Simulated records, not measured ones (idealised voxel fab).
Process module, titled voxel ribs on slabs
Xsec cut, 160 nm wide, square cell size 5 nm.
A cross-section in this document is a grid of square cells, and it is written down as bands, the top band listed before the ones below it; a band is made up of one or more rows of cells. Heights first: top, then bottom, in nm. Then materials, left to right, each with a width in nm. "edge to edge" on a single material: fills the band edge to edge. "blank": empty space. Measure heights from 0. That's the level where, below it, the as-received wafer is all one material. The lowest band is bottomless and extends downward; write it as in "0 -> down". Width spec "30->40" -> top row of cells at first value, bottom row at second value, equal per-row change in between. Basically "no alterations made" means that step didn't change any cell in the cross-section. The entry titled "Closed internal cavities" provides the empty spaces that have no open way to the top, restricted to those of 8 cells or more. Each is presented as width x height at distance, the distance being measured from the left edge, with all three in nm. Step line, after settings: the simulator's comment on this step. Steps that use a mask can have "overlay nm" on their line. It says how far the mask sat to the right of where it was meant to be. Negative means to the left.
### The process steps that were planned are listed below
1 RECEIVE (material Si)
2 DIRECTIONAL_DEP (material SiO2; thk nm 25)
3 DIRECTIONAL_DEP (material polySi; thk nm 20)
4 MASKED_ETCH (tone cover; mask id RIB; width nm 20; etch materials polySi; depth nm 5; overlay nm 0)
5 DIRECTIONAL_DEP (material aC; thk nm 10)
6 PATTERN (tone cover; mask id SLAB; material resist; width nm 50; thk nm 25; overlay nm 0)
7 DIRECTIONAL_ETCH (etch materials aC; depth nm 10)
8 STRIP (etch materials resist)
9 DIRECTIONAL_ETCH (etch materials polySi; depth nm 15)
10 STRIP (etch materials aC)
11 FILL_DEP (material SiO2; thk nm 25)
12 CMP (height nm 60)
13 DIRECTIONAL_DEP (material TiN; thk nm 5)
14 DIRECTIONAL_DEP (material aC; thk nm 15)
15 PATTERN (tone cover; mask id HEATER; material resist; width nm 30; thk nm 30; overlay nm 0)
16 DIRECTIONAL_ETCH (etch materials aC; depth nm 15)
17 STRIP (etch materials resist)
18 DIRECTIONAL_ETCH (etch materials TiN; depth nm 5)
19 STRIP (etch materials aC)
20 CONFORMAL_DEP (material SiN; thk nm 10)
### First of the two wafers, run per plan
### As-received state of the wafer in cross-section, equivalent to post-step 1
    0 -> down: Si edge to edge
    Closed internal cavities: none
### Wafer xsec, post step 2
    25 -> 0: SiO2 edge to edge
    below 0: unchanged
### Wafer xsec, post step 3
    45 -> 25: polySi edge to edge
    below 25: unchanged
### Wafer xsec, post step 4
    45 -> 40: blank: 70, then polySi: 20, then blank: 70
    below 40: unchanged
### Wafer xsec, post step 5
    55 -> 50: blank: 70, then aC: 20, then blank: 70
    50 -> 45: aC edge to edge
    45 -> 40: aC: 70, then polySi: 20, then aC: 70
    below 40: unchanged
### Wafer xsec, post step 6
    80 -> 55: blank: 55, then resist: 50, then blank: 55
    55 -> 50: blank: 55, then resist: 15, then aC: 20, then resist: 15, then blank: 55
    below 50: unchanged
### Wafer xsec, post step 7
    70 -> 55: blank: 55, then resist: 50, then blank: 55
    55 -> 50: blank: 55, then resist: 15, then aC: 20, then resist: 15, then blank: 55
    50 -> 45: blank: 55, then aC: 50, then blank: 55
    45 -> 40: blank: 55, then aC: 15, then polySi: 20, then aC: 15, then blank: 55
    below 40: unchanged
### Wafer xsec, post step 8
    55 -> 45: blank: 70->55, then aC: 20->50, then blank: 70->55
    below 45: unchanged
### Wafer xsec, post step 9
    55 -> 45: blank: 70->55, then aC: 20->50, then blank: 70->55
    45 -> 40: blank: 55, then aC: 15, then polySi: 20, then aC: 15, then blank: 55
    40 -> 25: blank: 55, then polySi: 50, then blank: 55
    below 25: unchanged
### Wafer xsec, post step 10
    45 -> 40: blank: 70, then polySi: 20, then blank: 70
    below 40: unchanged
### Wafer xsec, post step 11
    70 -> 45: SiO2 edge to edge
    45 -> 40: SiO2: 70, then polySi: 20, then SiO2: 70
    40 -> 25: SiO2: 55, then polySi: 50, then SiO2: 55
    below 25: unchanged
### Wafer xsec, post step 12
    60 -> 45: SiO2 edge to edge
    below 45: unchanged
### Wafer xsec, post step 13
    65 -> 60: TiN edge to edge
    below 60: unchanged
### Wafer xsec, post step 14
    80 -> 65: aC edge to edge
    below 65: unchanged
### Wafer xsec, post step 15
    110 -> 80: blank: 65, then resist: 30, then blank: 65
    below 80: unchanged
### Wafer xsec, post step 16
    95 -> 80: blank: 65, then resist: 30, then blank: 65
    80 -> 65: blank: 65, then aC: 30, then blank: 65
    below 65: unchanged
### Wafer xsec, post step 17
    80 -> 65: blank: 65, then aC: 30, then blank: 65
    below 65: unchanged
### Wafer xsec, post step 18
    80 -> 65: blank: 65, then aC: 30, then blank: 65
    65 -> 60: blank: 65, then TiN: 30, then blank: 65
    below 60: unchanged
### Wafer xsec, post step 19
    65 -> 60: blank: 65, then TiN: 30, then blank: 65
    below 60: unchanged
### Wafer xsec, post step 20
    75 -> 70: blank: 55, then SiN: 50, then blank: 55
    70 -> 65: SiN edge to edge
    65 -> 60: SiN: 65, then TiN: 30, then SiN: 65
    below 60: unchanged
### Wafer two. Identical start, identical plan. One mistake in execution. Identical history through step 14
### Cross-section, second wafer, at the end time the plan gives for step 15
    110 -> 80: resist: 65, then blank: 30, then resist: 65
    below 80: unchanged
### Cross-section, second wafer, at the end time the plan gives for step 16
    95 -> 80: resist: 65, then blank: 30, then resist: 65
    80 -> 65: aC: 65, then blank: 30, then aC: 65
    below 65: unchanged
### Cross-section, second wafer, at the end time the plan gives for step 17
    80 -> 65: aC: 65, then blank: 30, then aC: 65
    below 65: unchanged
### Cross-section, second wafer, at the end time the plan gives for step 18
    80 -> 65: aC: 65, then blank: 30, then aC: 65
    65 -> 60: TiN: 65, then blank: 30, then TiN: 65
    below 60: unchanged
### Cross-section, second wafer, at the end time the plan gives for step 19
    65 -> 60: TiN: 65, then blank: 30, then TiN: 65
    below 60: unchanged
### Cross-section, second wafer, at the end time the plan gives for step 20
    75 -> 70: SiN: 75, then blank: 10, then SiN: 75
    70 -> 65: SiN edge to edge
    65 -> 60: TiN: 65, then SiN: 30, then TiN: 65
    below 60: unchanged
Deviation noted in wafer processing: step 15 did not use the planned setting and instead ran as PATTERN (tone open; mask id HEATER; material resist; width nm 30; thk nm 30; overlay nm 0)
at the end the second wafer has, in cells: TiN: 20 more
